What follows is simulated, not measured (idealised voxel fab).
Process module, titled voxel local oxidation
Cross-sectional view cut (width: 140 nm; square cell size: 5 nm).
A cross-section in this document is a grid of square cells, and it is written down as bands, the top band listed before the ones below it; a band is made up of one or more rows of cells.
A band entry consists of two parts. The first gives the height of the band's top and the height of its bottom, in nm. The rest lists the band's materials from left to right, each with its width in nm. A single material labelled with the word "edge to edge" fills the band from edge to edge, and the word "empty" marks empty space.
Height 0 is the level under which the wafer as received is all one material. The lowest band goes on downwards, as in "z 0 and below".
The notation "30->40" denotes a width that varies across the rows of cells in the band, beginning at the first number in the top row, finishing at the second number in the bottom row, and changing by an identical amount from each row to the next.
Take "no change" at face value: in the step it is given for, the cross-section changed in none of its cells.
Reported under the label "Closed voids list" are the empty spaces having no open way to the top and comprising 8 cells or more; the notation for each is width x height at distance, in which the distance is measured from the left edge and all three values are in nm.
The remark found on a step's line after its settings is issued by the simulator itself and pertains to that step.
The line of a step may include "overlay nm". On a step with a mask, this value is how far to the right of its planned place the mask lay. A negative value means the mask lay to the left.

**Set out below are the planned steps of the process**
1: RECEIVE, material Si
2: OXIDIZE, depth nm 5
3: CONFORMAL_DEP, material SiN, thk nm 10
4: PATTERN, tone cover, mask id ACTIVE, material resist, width nm 95, thk nm 15, overlay nm 0
5: DIRECTIONAL_ETCH, etch materials SiN, depth nm 10
6: STRIP, etch materials resist
7: SELECTIVE_ETCH, etch materials SiO2, depth nm 5
8: OXIDIZE, depth nm 10
9: STRIP, etch materials SiN

**Wafer cross-section on receipt, i.e. after step 1**
	z 0 and below  Si edge to edge
	Closed voids list: none

**Cross-section taken at module completion on the first of two wafers; processed per the plan**
	z 0 to -5  25 empty; 85 SiO2; 30 empty
	z -5 to -15  35 SiO2; 65 Si; 40 SiO2
	z -15 and below  Si edge to edge
	Closed voids list: none

**What the second wafer looks like in cross-section once the module is done. Its start and its plan matched the first wafer's exactly; what differed was one mistake in how it was run**
	z -5 to -15  35 empty; 65 Si; 40 empty
	z -15 and below  Si edge to edge
	Closed voids list: none
What broke from the plan during processing? the process deviated at step 9: the operation and settings actually run there were STRIP, etch materials SiO2
Final cells, second wafer relative to first, materials higher or lower: -47 SiO2
